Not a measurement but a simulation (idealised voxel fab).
Herein follows the process module entitled voxel released beams.
It is cross-section cut that appears here, measuring 145 nm in width, its square cells being 5 nm in size.
Cross-section spec: square-cell grid; bands listed top down; each band is one or more rows. Heights first: top, then bottom, in nm. Then materials, left to right, each with a width in nm. "throughout" on a single material: fills the band edge to edge. "air": empty space. Counting heights begins at 0, where everything beneath is, in the wafer as received, one material. The lowest band has no bottom; it goes on downwards, as "from 0 down" shows. Read "30..40" as a graded width: first number on top, second number at the bottom, same change between each pair of neighbouring rows. Where a step carries "nothing altered", the cross-section came out of it unchanged, cell for cell. Under "Trapped cavities" you'll find the enclosed gaps, the ones with no way out to the top, that are 8 cells or bigger; each reads width x height at distance, with distance counted from the left edge, everything in nm. Whatever follows a step's settings on its line is a remark the simulator itself makes about that step. overlay nm: how far to the right of its planned place the mask lay on this masked step (negative: to the left).
### Process steps foreseen in the plan
1) RECEIVE: material Si
2) CONFORMAL_DEP: material Al2O3, thk nm 10
3) DIRECTIONAL_DEP: material SiO2, thk nm 10
4) MASKED_ETCH: tone open, mask id ANCHOR, width nm 40, etch materials SiO2, depth nm 10, overlay nm 0
5) CONFORMAL_DEP: material SiN, thk nm 15
6) MASKED_ETCH: tone cover, mask id BEAM, width nm 85, etch materials SiN, depth nm 15, overlay nm 0
7) STRIP: etch materials SiO2
### Cross-section of the wafer upon arrival, representing the state reached after step 1
  from 0 down = Si throughout
  Trapped cavities: none
### a wafer at the end: this start, this plan, one mistake
  from 35 to 25 = air 25, SiN 15, air 10, SiN 60, air 35
  from 25 to 20 = air 25, SiN 85, air 35
  from 20 to 10 = air 25, SiN 40, air 80
  from 10 to 0 = Al2O3 throughout
  from 0 down = Si throughout
  Trapped cavities: none
Run error: step 4 was not run as planned; what actually ran was MASKED_ETCH: tone open, mask id ANCHOR, width nm 40, etch materials SiO2, depth nm 10, overlay nm -5
